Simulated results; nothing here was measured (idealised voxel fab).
process module | voxel tone inversion
cross-section cut | 235 nm wide | cells 5 nm
A cross-section is a grid of square cells, given in bands from the top down. A band is one or more rows of cells.
Each band's line starts with the height of the band's top and of its bottom, in nm. Then come its materials from left to right, each with its width in nm. One material with "throughout" fills the band from edge to edge. "air" is empty space.
Height 0 is the level under which the wafer as received is all one material. The lowest band goes on downwards, as in "0 down".
A width such as "30 to 40" changes by the same amount from each row of cells to the next, from the band's top row to its bottom row.
"no change" after a step means that no cell of the cross-section changed.
closed voids: empty space of 8 cells or more with no open way to the top, each as width x height at its distance from the left edge, in nm
after a step's settings: what the simulator itself notes on the step
overlay nm, on a step with a mask: how far to the right of its planned place the mask lay; to the left if negative
plan
1 op RECEIVE | material Si
2 op CONFORMAL_DEP | material SiCN | thk nm 5
3 op DIRECTIONAL_DEP | material aC | thk nm 15
4 op PATTERN | tone cover | mask id POSTS | material resist | width nm 20 | pitch nm 45 | thk nm 25 | overlay nm 0
5 op DIRECTIONAL_ETCH | etch materials aC | depth nm 15
6 op STRIP | etch materials resist
7 op FILL_DEP | material SiO2 | thk nm 5
8 op CMP | height nm 20
9 op STRIP | etch materials aC
10 op CONFORMAL_DEP | material TiN | thk nm 5
11 op FILL_DEP | material W | thk nm 10
12 op CMP | height nm 20
13 op CONFORMAL_DEP | material SiN | thk nm 5
as received, after step 1
  0 down: Si throughout
  closed voids: none
a wafer at the end: this start, this plan, one mistake
  25 to 20: SiN throughout
  20 to 15: SiCN throughout
  15 to 0: aC throughout
  0 down: Si throughout
  closed voids: none
what went wrong: steps 2 and 3 were swapped
